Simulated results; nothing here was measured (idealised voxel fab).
process module | voxel lift off
cross-section cut | 280 nm wide | cells 5 nm
A cross-section is a grid of square cells, given in bands from the top down. A band is one or more rows of cells.
Each band's line starts with the height of the band's top and of its bottom, in nm. Then come its materials from left to right, each with its width in nm. One material with "throughout" fills the band from edge to edge. "air" is empty space.
Height 0 is the level under which the wafer as received is all one material. The lowest band goes on downwards, as in "0 down".
A width such as "30 to 40" changes by the same amount from each row of cells to the next, from the band's top row to its bottom row.
"no change" after a step means that no cell of the cross-section changed.
closed voids: empty space of 8 cells or more with no open way to the top, each as width x height at its distance from the left edge, in nm
after a step's settings: what the simulator itself notes on the step
overlay nm, on a step with a mask: how far to the right of its planned place the mask lay; to the left if negative
plan
1 op RECEIVE | material Si
2 op CONFORMAL_DEP | material SiN | thk nm 10
3 op PATTERN | tone open | mask id LINES | material resist | width nm 30 | pitch nm 45 | thk nm 20 | overlay nm 0
4 op DIRECTIONAL_DEP | material Ru | thk nm 10
5 op STRIP | etch materials resist
6 op CONFORMAL_DEP | material SiO2 | thk nm 10
first wafer, as planned
as received, after step 1
  0 down: Si throughout
  closed voids: none
after step 2
  10 to 0: SiN throughout
  below 0: unchanged
after step 3
  30 to 10: resist 55 | air 30 | resist 15 | air 30 | resist 15 | air 30 | resist 15 | air 30 | resist 60
  below 10: unchanged
after step 4
  40 to 30: Ru 55 | air 30 | Ru 15 | air 30 | Ru 15 | air 30 | Ru 15 | air 30 | Ru 60
  30 to 20: resist 55 | air 30 | resist 15 | air 30 | resist 15 | air 30 | resist 15 | air 30 | resist 60
  20 to 10: resist 55 | Ru 30 | resist 15 | Ru 30 | resist 15 | Ru 30 | resist 15 | Ru 30 | resist 60
  below 10: unchanged
after step 5
  20 to 10: air 55 | Ru 30 | air 15 | Ru 30 | air 15 | Ru 30 | air 15 | Ru 30 | air 60
  below 10: unchanged
after step 6
  30 to 20: air 45 | SiO2 185 | air 50
  20 to 10: SiO2 55 | Ru 30 | SiO2 15 | Ru 30 | SiO2 15 | Ru 30 | SiO2 15 | Ru 30 | SiO2 60
  below 10: unchanged
second wafer: like start, like plan, one mistake. Through step 2 it matches the first wafer
when step 3 should have ended
  30 to 10: air 55 | resist 30 | air 15 | resist 30 | air 15 | resist 30 | air 15 | resist 30 | air 60
  below 10: unchanged
when step 4 should have ended
  40 to 30: air 55 | Ru 30 | air 15 | Ru 30 | air 15 | Ru 30 | air 15 | Ru 30 | air 60
  30 to 20: air 55 | resist 30 | air 15 | resist 30 | air 15 | resist 30 | air 15 | resist 30 | air 60
  20 to 10: Ru 55 | resist 30 | Ru 15 | resist 30 | Ru 15 | resist 30 | Ru 15 | resist 30 | Ru 60
  below 10: unchanged
when step 5 should have ended
  20 to 10: Ru 55 | air 30 | Ru 15 | air 30 | Ru 15 | air 30 | Ru 15 | air 30 | Ru 60
  below 10: unchanged
when step 6 should have ended
  30 to 20: SiO2 65 | air 10 | SiO2 35 | air 10 | SiO2 35 | air 10 | SiO2 35 | air 10 | SiO2 70
  20 to 10: Ru 55 | SiO2 30 | Ru 15 | SiO2 30 | Ru 15 | SiO2 30 | Ru 15 | SiO2 30 | Ru 60
  below 10: unchanged
what went wrong: step 3 ran as: op PATTERN | tone cover | mask id LINES | material resist | width nm 30 | pitch nm 45 | thk nm 20 | overlay nm 0
at the end the second wafer has, in cells: 16 more of Ru | 6 more of SiO2
